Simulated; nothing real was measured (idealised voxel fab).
Title: Process Module voxel wiring stack
The cross-section shown here is cut; it is 210 nm wide and divided into square cells measuring 5 nm on a side.
Cross-section spec: square-cell grid; bands listed top down; each band is one or more rows.
Look at the band entry: it leads with the top's height and the bottom's height in nm. Then it lists the materials left to right, with a width in nm for each. The word "throughout" on a single material says that material fills the band edge to edge. The word "air" is empty space.
Height reference: 0 = level under which incoming wafer is all one material. Lowest band: no bottom, runs on downward, e.g. "0 down".
The expression "30 to 40" gives the width at the extremes of the band, the first number at its top row of cells and the second at its bottom row, with the width changing by equal amounts from each row to the next in between.
"no change" after a step means that no cell of the cross-section changed.
You'll see "Unvented voids" listing empty spaces that have no way open to the top, as long as they're 8 cells or more; the notation is width x height at distance, where the distance is from the left edge, and all of it is in nm.
That trailing text on a step's line, after the settings, is the simulator's own remark on the step.
"overlay nm" on a masked step: distance the mask lay right of its planned place, negative for left.
The following list gives the planned process steps:
- 1: RECEIVE,material Si
- 2: CONFORMAL_DEP,material SiO2,thk nm 15
- 3: DIRECTIONAL_DEP,material TiN,thk nm 5
- 4: DIRECTIONAL_DEP,material W,thk nm 20
- 5: MASKED_ETCH,tone cover,mask id METAL_1,width nm 20,pitch nm 35,etch materials W,depth nm 20,overlay nm 0
- 6: MASKED_ETCH,tone cover,mask id METAL_1,width nm 20,pitch nm 35,etch materials TiN,depth nm 5,overlay nm 0
- 7: CONFORMAL_DEP,material SiN,thk nm 5
- 8: FILL_DEP,material SiO2,thk nm 5
- 9: CMP,height nm 40
- 10: CONFORMAL_DEP,material SiCN,thk nm 5
- 11: DIRECTIONAL_DEP,material SiO2,thk nm 35
- 12: MASKED_ETCH,tone open,mask id METAL_2,width nm 20,pitch nm 35,etch materials SiO2,depth nm 20,overlay nm 0
- 13: MASKED_ETCH,tone open,mask id METAL_2_HOLES,width nm 15,etch materials SiO2,depth nm 15,overlay nm 0
- 14: MASKED_ETCH,tone open,mask id METAL_2_HOLES,width nm 15,etch materials SiCN,depth nm 5,overlay nm 0
- 15: CONFORMAL_DEP,material TiN,thk nm 5
- 16: FILL_DEP,material Cu,thk nm 5
- 17: CMP,height nm 80
- 18: CONFORMAL_DEP,material SiCN,thk nm 5
- 19: DIRECTIONAL_DEP,material SiO2,thk nm 10
- 20: MASKED_ETCH,tone open,mask id PLUG_2,width nm 15,pitch nm 35,etch materials SiO2,depth nm 10,overlay nm 0
- 21: MASKED_ETCH,tone open,mask id PLUG_2,width nm 15,pitch nm 35,etch materials SiCN,depth nm 5,overlay nm 0
- 22: EPI,material Ru,thk nm 10
- 23: EPI,material Ru,thk nm 5
- 24: CONFORMAL_DEP,material SiN,thk nm 5
- 25: DIRECTIONAL_DEP,material SiO2,thk nm 15
- 26: PATTERN,tone open,mask id METAL_3,material resist,width nm 20,pitch nm 35,thk nm 20,overlay nm 0
- 27: DIRECTIONAL_ETCH,etch materials SiO2,depth nm 15
- 28: DIRECTIONAL_ETCH,etch materials SiN,depth nm 5
- 29: STRIP,etch materials resist
- 30: CONFORMAL_DEP,material TiN,thk nm 5
- 31: FILL_DEP,material W,thk nm 10
- 32: CMP,height nm 115
- 33: CONFORMAL_DEP,material SiCN,thk nm 5
- 34: DIRECTIONAL_DEP,material SiO2,thk nm 35
- 35: PATTERN,tone open,mask id METAL_4,material resist,width nm 20,pitch nm 35,thk nm 20,overlay nm 0
- 36: DIRECTIONAL_ETCH,etch materials SiO2,depth nm 20
- 37: STRIP,etch materials resist
- 38: DIRECTIONAL_DEP,material aC,thk nm 10
- 39: PATTERN,tone open,mask id METAL_4_HOLES,material resist,width nm 15,pitch nm 35,thk nm 25,overlay nm 0
- 40: DIRECTIONAL_ETCH,etch materials aC,depth nm 10
- 41: STRIP,etch materials resist
- 42: DIRECTIONAL_ETCH,etch materials SiO2,depth nm 15
- 43: DIRECTIONAL_ETCH,etch materials SiCN,depth nm 5
- 44: STRIP,etch materials aC
- 45: CONFORMAL_DEP,material TiN,thk nm 5
- 46: FILL_DEP,material Cu,thk nm 10
- 47: CMP,height nm 155
- 48: CONFORMAL_DEP,material SiCN,thk nm 5
Incoming wafer, cross-sectional view, post step 1:
	0 down | Si throughout
	Unvented voids: none
Figure: cross-sectional view of the wafer upon completion of the module, processed from the initial state and according to the plan depicted above, with one error introduced during execution:
	160 to 155 | SiCN throughout
	155 to 140 | SiO2 (75), then TiN (5), then Cu (10), then TiN (5), then SiO2 (15), then TiN (5), then Cu (10), then TiN (5), then SiO2 (80)
	140 to 135 | SiO2 (75), then TiN (5), then Cu (5), then TiN (10), then SiO2 (15), then TiN (5), then Cu (5), then TiN (10), then SiO2 (80)
	135 to 120 | SiO2 (75), then TiN (5), then Cu (5), then TiN (5), then SiO2 (20), then TiN (5), then Cu (5), then TiN (5), then SiO2 (85)
	120 to 115 | SiCN (75), then TiN (15), then SiCN (20), then TiN (15), then SiCN (85)
	115 to 100 | SiO2 (75), then TiN (5), then W (10), then TiN (5), then SiO2 (15), then TiN (5), then W (10), then TiN (5), then SiO2 (80)
	100 to 95 | SiN (75), then TiN (20), then SiN (15), then TiN (20), then SiN (80)
	95 to 85 | SiO2 (75), then Ru (15), then SiO2 (20), then Ru (15), then SiO2 (85)
	85 to 80 | SiCN (75), then Ru (15), then SiCN (20), then Ru (15), then SiCN (85)
	80 to 65 | SiO2 (75), then TiN (5), then Cu (10), then TiN (5), then SiO2 (15), then TiN (5), then Cu (10), then TiN (5), then SiO2 (80)
	65 to 60 | SiO2 (75), then TiN (5), then Cu (5), then TiN (10), then SiO2 (15), then TiN (20), then SiO2 (80)
	60 to 45 | SiO2 (75), then TiN (5), then Cu (5), then TiN (5), then SiO2 (120)
	45 to 40 | SiCN (75), then TiN (15), then SiCN (120)
	40 to 25 | W (75), then SiN (5), then SiO2 (10), then SiN (5), then W (15), then SiN (5), then SiO2 (10), then SiN (5), then W (80)
	25 to 20 | W (75), then SiN (20), then W (15), then SiN (20), then W (80)
	20 to 15 | TiN throughout
	15 to 0 | SiO2 throughout
	0 down | Si throughout
	Unvented voids: none
Error vs. plan: step 5: run off-plan, actual operation and settings MASKED_ETCH,tone open,mask id METAL_1,width nm 20,pitch nm 35,etch materials W,depth nm 20,overlay nm 0
